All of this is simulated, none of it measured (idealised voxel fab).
Herein follows the process module entitled voxel wiring stack.
Cross-section cut: width 245 nm, square cells of 5 nm.
Cross-section = grid of square cells, listed top down in bands; band = one or more rows.
Heights first: top, then bottom, in nm. Then materials, left to right, each with a width in nm. "all across" on a single material: fills the band edge to edge. "blank": empty space.
Height datum 0, below which the as-received substrate wafer is one material. Lowest band open at the bottom, running downward: "0 down".
Note: "30 to 40" means the width goes from the first number (top row of the band) to the second number (bottom row) in equal steps per row of cells.
"changes: none" (step): cross-section cells unchanged, all of them.
If an empty space has no open way to the top and is at least 8 cells in size, "Closed-off voids" lists it, written width x height at distance, where distance is measured from the left edge and every value is in nm.
That trailing text on a step's line, after the settings, is the simulator's own remark on the step.
Regarding "overlay nm": on a step with a mask, it is the distance the mask lay to the right of its planned place; a negative value places it to the left.
## The following list gives the planned process steps
step 1: RECEIVE with material Si
step 2: CONFORMAL_DEP with material SiO2, thk nm 10
step 3: DIRECTIONAL_DEP with material TiN, thk nm 5
step 4: DIRECTIONAL_DEP with material Ru, thk nm 15
step 5: MASKED_ETCH with tone cover, mask id METAL_1, width nm 20, pitch nm 50, etch materials Ru, depth nm 15, overlay nm 0
step 6: MASKED_ETCH with tone cover, mask id METAL_1, width nm 20, pitch nm 50, etch materials TiN, depth nm 5, overlay nm 0
step 7: CONFORMAL_DEP with material SiN, thk nm 5
step 8: FILL_DEP with material SiO2, thk nm 5
step 9: CMP with height nm 30
step 10: CONFORMAL_DEP with material SiCN, thk nm 5
step 11: DIRECTIONAL_DEP with material lowk, thk nm 25
step 12: DIRECTIONAL_DEP with material aC, thk nm 10
step 13: PATTERN with tone open, mask id METAL_2_HOLES, material resist, width nm 15, pitch nm 100, thk nm 30, overlay nm 0
step 14: DIRECTIONAL_ETCH with etch materials aC, depth nm 10
step 15: STRIP with etch materials resist
step 16: DIRECTIONAL_ETCH with etch materials lowk, depth nm 25
step 17: STRIP with etch materials aC
step 18: PATTERN with tone open, mask id METAL_2, material resist, width nm 20, pitch nm 50, thk nm 15, overlay nm 0
step 19: DIRECTIONAL_ETCH with etch materials lowk, depth nm 15
step 20: DIRECTIONAL_ETCH with etch materials SiCN, depth nm 5
step 21: STRIP with etch materials resist
step 22: CONFORMAL_DEP with material TiN, thk nm 5
step 23: FILL_DEP with material Cu, thk nm 10
step 24: CMP with height nm 60
step 25: CONFORMAL_DEP with material SiCN, thk nm 5
## as received, after step 1
* 0 down | Si all across
* Closed-off voids: none
## End-of-module cross-section of the first of two wafers, processed as planned
* 65 to 60 | SiCN all across
* 60 to 50 | lowk 35 nm / TiN 5 nm / Cu 10 nm / TiN 5 nm / lowk 30 nm / TiN 5 nm / Cu 10 nm / TiN 5 nm / lowk 30 nm / TiN 5 nm / Cu 10 nm / TiN 5 nm / lowk 30 nm / TiN 5 nm / Cu 10 nm / TiN 5 nm / lowk 40 nm
* 50 to 45 | lowk 35 nm / TiN 5 nm / Cu 5 nm / TiN 10 nm / lowk 30 nm / TiN 20 nm / lowk 30 nm / TiN 5 nm / Cu 5 nm / TiN 10 nm / lowk 30 nm / TiN 20 nm / lowk 40 nm
* 45 to 35 | lowk 35 nm / TiN 5 nm / Cu 5 nm / TiN 5 nm / lowk 85 nm / TiN 5 nm / Cu 5 nm / TiN 5 nm / lowk 95 nm
* 35 to 30 | SiCN 35 nm / TiN 15 nm / SiCN 85 nm / TiN 15 nm / SiCN 95 nm
* 30 to 15 | SiO2 30 nm / SiN 5 nm / Ru 20 nm / SiN 5 nm / SiO2 20 nm / SiN 5 nm / Ru 20 nm / SiN 5 nm / SiO2 20 nm / SiN 5 nm / Ru 20 nm / SiN 5 nm / SiO2 20 nm / SiN 5 nm / Ru 20 nm / SiN 5 nm / SiO2 35 nm
* 15 to 10 | SiN 35 nm / TiN 20 nm / SiN 30 nm / TiN 20 nm / SiN 30 nm / TiN 20 nm / SiN 30 nm / TiN 20 nm / SiN 40 nm
* 10 to 0 | SiO2 all across
* 0 down | Si all across
* Closed-off voids: none
## Module end: cross-section of wafer two of two. Same start and process plan as the first wafer. One mistake during execution
* 65 to 60 | SiCN all across
* 60 to 50 | lowk 35 nm / TiN 5 nm / Cu 10 nm / TiN 5 nm / lowk 30 nm / TiN 5 nm / Cu 10 nm / TiN 5 nm / lowk 30 nm / TiN 5 nm / Cu 10 nm / TiN 5 nm / lowk 30 nm / TiN 5 nm / Cu 10 nm / TiN 5 nm / lowk 40 nm
* 50 to 45 | lowk 35 nm / TiN 5 nm / Cu 5 nm / TiN 10 nm / lowk 30 nm / TiN 20 nm / lowk 30 nm / TiN 5 nm / Cu 5 nm / TiN 10 nm / lowk 30 nm / TiN 20 nm / lowk 40 nm
* 45 to 35 | lowk 35 nm / TiN 5 nm / Cu 5 nm / TiN 5 nm / lowk 85 nm / TiN 5 nm / Cu 5 nm / TiN 5 nm / lowk 95 nm
* 35 to 30 | SiCN 35 nm / TiN 15 nm / SiCN 85 nm / TiN 15 nm / SiCN 95 nm
* 30 to 15 | aC 30 nm / SiN 5 nm / Ru 20 nm / SiN 5 nm / aC 20 nm / SiN 5 nm / Ru 20 nm / SiN 5 nm / aC 20 nm / SiN 5 nm / Ru 20 nm / SiN 5 nm / aC 20 nm / SiN 5 nm / Ru 20 nm / SiN 5 nm / aC 35 nm
* 15 to 10 | SiN 35 nm / TiN 20 nm / SiN 30 nm / TiN 20 nm / SiN 30 nm / TiN 20 nm / SiN 30 nm / TiN 20 nm / SiN 40 nm
* 10 to 0 | SiO2 all across
* 0 down | Si all across
* Closed-off voids: none
What went wrong in running the wafer? rather than as planned, step 8 actually ran as FILL_DEP with material aC, thk nm 5
Cell-count delta at end, second wafer over first, by material: SiO2: 75 fewer, aC: 75 more
